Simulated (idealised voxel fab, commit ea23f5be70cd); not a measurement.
Process module name: voxel gate over fins
Cross-sectional view cut (width: 265 nm; square cell size: 5 nm).
The cross-sections in this document take the form of a grid made of square cells. They are written out as bands, in order from top to bottom. Each band consists of one or more rows of cells.
Per band: top height and bottom height in nm, followed by the left-to-right materials and their widths in nm; "full width" marks a single material spanning edge to edge, "air" marks empty space.
Heads up on the height convention: 0 is the point under which the incoming wafer is all one material, and the lowest band has no bottom, it just keeps going down, like "z 0 and below".
Read "30..40" as a graded width: first number on top, second number at the bottom, same change between each pair of neighbouring rows.
No cell of the cross-section changed in a step that is given as "nothing got changed".
Heads up: "Closed void roster" only lists the empty pockets with no open path to the top that are 8 cells or more, and it writes them as width x height at distance, distance from the left edge, in nm.
It should be noted that, on the line of a given step, the content following the step's settings is a remark produced by the simulator itself with respect to that step.
The line of a step may include "overlay nm". On a step with a mask, this value is how far to the right of its planned place the mask lay. A negative value means the mask lay to the left.
Process steps - plan
1. RECEIVE (material Si)
2. CONFORMAL_DEP (material SiN; thk nm 10)
3. MASKED_ETCH (tone cover; mask id FINS; width nm 15; pitch nm 60; etch materials SiN; depth nm 10; overlay nm 0)
4. MASKED_ETCH (tone cover; mask id FINS; width nm 15; pitch nm 60; etch materials Si; depth nm 40; overlay nm 0)
5. OXIDIZE (depth nm 5)
6. FILL_DEP (material SiO2; thk nm 5)
7. CMP (height nm 10)
8. MASKED_ETCH (tone open; mask id RAIL; width nm 15; etch materials SiO2; depth nm 45; overlay nm 0)
9. CONFORMAL_DEP (material TiN; thk nm 5)
10. FILL_DEP (material Ru; thk nm 10)
11. CMP (height nm 10)
12. SELECTIVE_ETCH (etch materials W Ru TiN; depth nm 30)
13. FILL_DEP (material SiO2; thk nm 5)
14. CMP (height nm 10)
15. SELECTIVE_ETCH (etch materials SiO2; depth nm 20)
16. STRIP (etch materials SiN)
17. CONFORMAL_DEP (material HfO2; thk nm 5)
18. CONFORMAL_DEP (material TiN; thk nm 5)
19. CONFORMAL_DEP (material TiAl; thk nm 5)
20. CONFORMAL_DEP (material TiN; thk nm 5)
21. FILL_DEP (material W; thk nm 10)
22. CMP (height nm 25)
23. CONFORMAL_DEP (material SiCN; thk nm 10)
Wafer cross-section on receipt, i.e. after step 1
- z 0 and below = Si full width
- Closed void roster: none
first wafer at the end, as planned
- z 35 to 25 = SiCN full width
- z 25 to 20 = W full width
- z 20 to 15 = 20 W  45 TiN  15 W  45 TiN  15 W  45 TiN  15 W  45 TiN  20 W
- z 15 to 10 = 20 W  5 TiN  35 TiAl  5 TiN  15 W  5 TiN  35 TiAl  5 TiN  15 W  5 TiN  35 TiAl  5 TiN  15 W  5 TiN  35 TiAl  5 TiN  20 W
- z 10 to 5 = 25 TiN  5 TiAl  25 TiN  5 TiAl  25 TiN  5 TiAl  25 TiN  5 TiAl  25 TiN  5 TiAl  25 TiN  5 TiAl  25 TiN  5 TiAl  25 TiN  5 TiAl  25 TiN
- z 5 to 0 = 30 TiAl  5 TiN  15 HfO2  5 TiN  35 TiAl  5 TiN  15 HfO2  5 TiN  35 TiAl  5 TiN  15 HfO2  5 TiN  35 TiAl  5 TiN  15 HfO2  5 TiN  30 TiAl
- z 0 to -5 = 35 TiN  5 HfO2  5 Si  5 HfO2  45 TiN  5 HfO2  5 Si  5 HfO2  45 TiN  5 HfO2  5 Si  5 HfO2  45 TiN  5 HfO2  5 Si  5 HfO2  35 TiN
- z -5 to -10 = 40 HfO2  5 Si  55 HfO2  5 Si  55 HfO2  5 Si  55 HfO2  5 Si  40 HfO2
- z -10 to -20 = 40 SiO2  5 Si  55 SiO2  5 Si  55 SiO2  5 Si  55 SiO2  5 Si  40 SiO2
- z -20 to -30 = 40 SiO2  5 Si  20 SiO2  5 TiN  5 Ru  5 TiN  20 SiO2  5 Si  55 SiO2  5 Si  55 SiO2  5 Si  40 SiO2
- z -30 to -35 = 40 SiO2  5 Si  20 SiO2  15 TiN  20 SiO2  5 Si  55 SiO2  5 Si  55 SiO2  5 Si  40 SiO2
- z -35 to -45 = 40 SiO2  5 Si  55 SiO2  5 Si  55 SiO2  5 Si  55 SiO2  5 Si  40 SiO2
- z -45 and below = Si full width
- Closed void roster: none
Wafer two, end of module, cross-section. Same start, same plan as wafer one. One mistake in the run
- z 35 to 25 = SiCN full width
- z 25 to 20 = W full width
- z 20 to 15 = 20 W  45 TiN  15 W  45 TiN  15 W  45 TiN  15 W  45 TiN  20 W
- z 15 to 10 = 20 W  5 TiN  35 TiAl  25 TiN  35 TiAl  5 TiN  15 W  5 TiN  35 TiAl  5 TiN  15 W  5 TiN  35 TiAl  5 TiN  20 W
- z 10 to 5 = 25 TiN  5 TiAl  25 TiN  35 TiAl  25 TiN  5 TiAl  25 TiN  5 TiAl  25 TiN  5 TiAl  25 TiN  5 TiAl  25 TiN  5 TiAl  25 TiN
- z 5 to 0 = 30 TiAl  5 TiN  15 HfO2  45 TiN  15 HfO2  5 TiN  35 TiAl  5 TiN  15 HfO2  5 TiN  35 TiAl  5 TiN  15 HfO2  5 TiN  30 TiAl
- z 0 to -5 = 35 TiN  5 HfO2  5 Si  5 HfO2  10 TiN  25 HfO2  10 TiN  5 HfO2  5 Si  5 HfO2  45 TiN  5 HfO2  5 Si  5 HfO2  45 TiN  5 HfO2  5 Si  5 HfO2  35 TiN
- z -5 to -10 = 40 HfO2  5 Si  20 HfO2  5 TiN  5 Ru  5 TiN  20 HfO2  5 Si  55 HfO2  5 Si  55 HfO2  5 Si  40 HfO2
- z -10 to -30 = 40 SiO2  5 Si  20 SiO2  5 TiN  5 Ru  5 TiN  20 SiO2  5 Si  55 SiO2  5 Si  55 SiO2  5 Si  40 SiO2
- z -30 to -35 = 40 SiO2  5 Si  20 SiO2  15 TiN  20 SiO2  5 Si  55 SiO2  5 Si  55 SiO2  5 Si  40 SiO2
- z -35 to -45 = 40 SiO2  5 Si  55 SiO2  5 Si  55 SiO2  5 Si  55 SiO2  5 Si  40 SiO2
- z -45 and below = Si full width
- Closed void roster: none
Deviation from plan: with respect to the plan, step 11 was omitted and not executed
Looking at both finished wafers in cells, the second ends up ahead of or behind the first on some materials: HfO2 +2, Ru +3, SiO2 -6, TiAl -2, TiN +6, W -3
